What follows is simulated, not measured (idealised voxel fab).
The process module presented herein is designated voxel fin reveal.
205 nm wide, 5 nm square cells: that's cross-section cut.
Think of the cross-section as a grid of square cells. We describe it in bands, top to bottom, and each band covers one or more rows of those cells. Top, bottom (nm), then materials left to right with widths (nm); lone material tagged "throughout" fills the whole band edge to edge; "empty" = empty space. The reference from which all heights are counted is 0, the level beneath which the as-received wafer is entirely one material; the lowest band, having no lower bound, proceeds downward and is written after the example "0 nm and below". Read "30->40" as a graded width: first number on top, second number at the bottom, same change between each pair of neighbouring rows. It should be understood that the words "identical to before", when stated for a given step, signify that the cross-section underwent no change in any of its cells during that step. Basically, "Voids, enclosed" tells you about the enclosed voids: empty spaces with no open way to the top, 8 cells or bigger, each written width x height at distance, where distance is from the left edge, all in nm. What comes after the settings on a step's line is commentary from the simulator itself on that step. For masked steps, "overlay nm" on the step line gives how far right of plan the mask actually lay; a minus sign means it lay to the left.

-- Here's what the planned process steps look like
1,RECEIVE: material Si
2,CONFORMAL_DEP: material SiN, thk nm 10
3,DIRECTIONAL_DEP: material aC, thk nm 10
4,PATTERN: tone cover, mask id FINS, material resist, width nm 15, pitch nm 35, thk nm 30, overlay nm 0
5,DIRECTIONAL_ETCH: etch materials aC, depth nm 10
6,STRIP: etch materials resist
7,DIRECTIONAL_ETCH: etch materials SiN, depth nm 10
8,DIRECTIONAL_ETCH: etch materials Si, depth nm 35
9,STRIP: etch materials aC
10,FILL_DEP: material SiO2, thk nm 5
11,CMP: height nm 10
12,SELECTIVE_ETCH: etch materials SiO2, depth nm 20
13,STRIP: etch materials SiN
14,CONFORMAL_DEP: material HfO2, thk nm 5

-- So this is the incoming wafer in cross-section - it's already been through step 1
- 0 nm and below = Si throughout
- Voids, enclosed: none

-- Sectioned view, first of two wafers, at the close of the module, processed as intended in the plan
- 5 nm to 0 nm = empty=55, then HfO2=25, then empty=10, then HfO2=25, then empty=10, then HfO2=25, then empty=55
- 0 nm to -5 nm = empty=55, then HfO2=5, then Si=15, then HfO2=5, then empty=10, then HfO2=5, then Si=15, then HfO2=5, then empty=10, then HfO2=5, then Si=15, then HfO2=5, then empty=55
- -5 nm to -10 nm = HfO2=60, then Si=15, then HfO2=20, then Si=15, then HfO2=20, then Si=15, then HfO2=60
- -10 nm to -35 nm = SiO2=60, then Si=15, then SiO2=20, then Si=15, then SiO2=20, then Si=15, then SiO2=60
- -35 nm and below = Si throughout
- Voids, enclosed: none

-- This cross-section belongs to the second wafer of two at the end of the module; the start and the plan were shared with the first, and the run included one mistake
- 5 nm to 0 nm = empty=55, then HfO2=25, then empty=10, then HfO2=25, then empty=10, then HfO2=25, then empty=55
- 0 nm to -5 nm = empty=55, then HfO2=5, then Si=15, then HfO2=5, then empty=10, then HfO2=5, then Si=15, then HfO2=5, then empty=10, then HfO2=5, then Si=15, then HfO2=5, then empty=55
- -5 nm to -10 nm = HfO2=60, then Si=15, then HfO2=20, then Si=15, then HfO2=20, then Si=15, then HfO2=60
- -10 nm to -30 nm = SiO2=60, then Si=15, then SiO2=20, then Si=15, then SiO2=20, then Si=15, then SiO2=60
- -30 nm and below = Si throughout
- Voids, enclosed: none
Short version of what went wrong: step 8 was run on a setting that differed from the plan, and what really ran there is DIRECTIONAL_ETCH: etch materials Si, depth nm 30
Materials where the second wafer ends with more or fewer cells than the first: Si +32, SiO2 -32
